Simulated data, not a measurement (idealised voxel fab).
process module | voxel trench capacitor
cross-section cut | 250 nm wide | cells 5 nm
A cross-section is a grid of square cells, given in bands from the top down. A band is one or more rows of cells.
Each band's line starts with the height of the band's top and of its bottom, in nm. Then come its materials from left to right, each with its width in nm. One material with "throughout" fills the band from edge to edge. "air" is empty space.
Height 0 is the level under which the wafer as received is all one material. The lowest band goes on downwards, as in "0 down".
A width such as "30 to 40" changes by the same amount from each row of cells to the next, from the band's top row to its bottom row.
"no change" after a step means that no cell of the cross-section changed.
closed voids: empty space of 8 cells or more with no open way to the top, each as width x height at its distance from the left edge, in nm
after a step's settings: what the simulator itself notes on the step
overlay nm, on a step with a mask: how far to the right of its planned place the mask lay; to the left if negative
plan
1 op RECEIVE | material Si
2 op CONFORMAL_DEP | material SiN | thk nm 10
3 op DIRECTIONAL_DEP | material aC | thk nm 15
4 op PATTERN | tone open | mask id TRENCH | material resist | width nm 25 | pitch nm 50 | thk nm 35 | overlay nm 0
5 op DIRECTIONAL_ETCH | etch materials aC | depth nm 15
6 op STRIP | etch materials resist
7 op DIRECTIONAL_ETCH | etch materials SiN | depth nm 10
8 op DIRECTIONAL_ETCH | etch materials Si | depth nm 25
9 op STRIP | etch materials aC
10 op CONFORMAL_DEP | material SiO2 | thk nm 5
11 op FILL_DEP | material polySi | thk nm 5
12 op CMP | height nm 10
as received, after step 1
  0 down: Si throughout
  closed voids: none
first wafer at the end, as planned
  10 to 0: SiN 85 | SiO2 5 | polySi 15 | SiO2 5 | SiN 25 | SiO2 5 | polySi 15 | SiO2 5 | SiN 90
  0 to -20: Si 85 | SiO2 5 | polySi 15 | SiO2 5 | Si 25 | SiO2 5 | polySi 15 | SiO2 5 | Si 90
  -20 to -25: Si 85 | SiO2 25 | Si 25 | SiO2 25 | Si 90
  -25 down: Si throughout
  closed voids: none
second wafer at the end: like start, like plan, one mistake
  10 to 5: SiO2 90 | polySi 15 | SiO2 35 | polySi 15 | SiO2 95
  5 to 0: SiN 85 | SiO2 5 | polySi 15 | SiO2 5 | SiN 25 | SiO2 5 | polySi 15 | SiO2 5 | SiN 90
  0 to -20: Si 85 | SiO2 5 | polySi 15 | SiO2 5 | Si 25 | SiO2 5 | polySi 15 | SiO2 5 | Si 90
  -20 to -25: Si 85 | SiO2 25 | Si 25 | SiO2 25 | Si 90
  -25 down: Si throughout
  closed voids: none
what went wrong: step 2 ran as: op CONFORMAL_DEP | material SiN | thk nm 5
at the end the second wafer has, in cells: 40 fewer of SiN | 40 more of SiO2
